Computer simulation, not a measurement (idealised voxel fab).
You're looking at the process module voxel spacer lines.
FYI the section here is cut, 295 nm wide, cells are 5 nm squares.
Just so we're on the same page, the cross-sections are grids of square cells, and they're listed out in bands top to bottom, each band one or more rows deep.
For a band, the entry starts with two heights in nm, that of the top and then that of the bottom, and carries on with the band's materials in order from left to right, each alongside its width in nm; the word "full width" beside a single material means it fills the band edge to edge, and "empty" means empty space.
Ref level 0: as-received wafer is one material below here. Bottom band extends down with no lower bound ("top 0, no bottom").
Graded width ("30 to 40"): value in top row of band = first number; value in bottom row = second number; row-to-row change constant.
When a step is marked "remained the same", none of the cells in the cross-section changed during that step.
Look at "Trapped voids" for the closed voids: empty spaces with no open path to the top, sized 8 cells or up. Each is width x height at distance, distance from the left edge, all nm.
Post-settings text on a step line: simulator's own remark regarding the step.
"overlay nm", when on a step's line for a step with a mask, measures how far to the right of its planned place the mask lay; a negative measure means to the left.

Steps planned for the process
1 RECEIVE,material Si
2 CONFORMAL_DEP,material Al2O3,thk nm 10
3 DIRECTIONAL_DEP,material TiN,thk nm 15
4 DIRECTIONAL_DEP,material polySi,thk nm 30
5 PATTERN,tone cover,mask id MANDREL,material resist,width nm 15,pitch nm 50,thk nm 35,overlay nm 0
6 DIRECTIONAL_ETCH,etch materials polySi,depth nm 30
7 STRIP,etch materials resist
8 CONFORMAL_DEP,material SiN,thk nm 10
9 DIRECTIONAL_ETCH,etch materials SiN,depth nm 10
10 STRIP,etch materials polySi
11 DIRECTIONAL_ETCH,etch materials TiN,depth nm 15
12 STRIP,etch materials SiN
13 FILL_DEP,material SiO2,thk nm 10
14 CMP,height nm 25

As received (post step 1): cross-section
* top 0, no bottom = Si full width
* Trapped voids: none

The first of two wafers, cross-sectioned at the end of the module, with the run proceeding as planned
* top 25, bottom 10 = SiO2: 105  TiN: 10  SiO2: 15  TiN: 10  SiO2: 15  TiN: 10  SiO2: 15  TiN: 10  SiO2: 105
* top 10, bottom 0 = Al2O3 full width
* top 0, no bottom = Si full width
* Trapped voids: none

Module end: cross-section of wafer two of two. Same start and process plan as the first wafer. One mistake during execution
* top 25, bottom 10 = SiO2: 100  TiN: 10  SiO2: 25  TiN: 10  SiO2: 5  TiN: 10  SiO2: 25  TiN: 10  SiO2: 100
* top 10, bottom 0 = Al2O3 full width
* top 0, no bottom = Si full width
* Trapped voids: none
What broke from the plan during processing? contrary to plan, step 5 was performed as PATTERN,tone cover,mask id MANDREL,material resist,width nm 25,pitch nm 50,thk nm 35,overlay nm 0
Matching per-material cell counts, mismatched positions: that is how the second wafer compares with the first at the end.
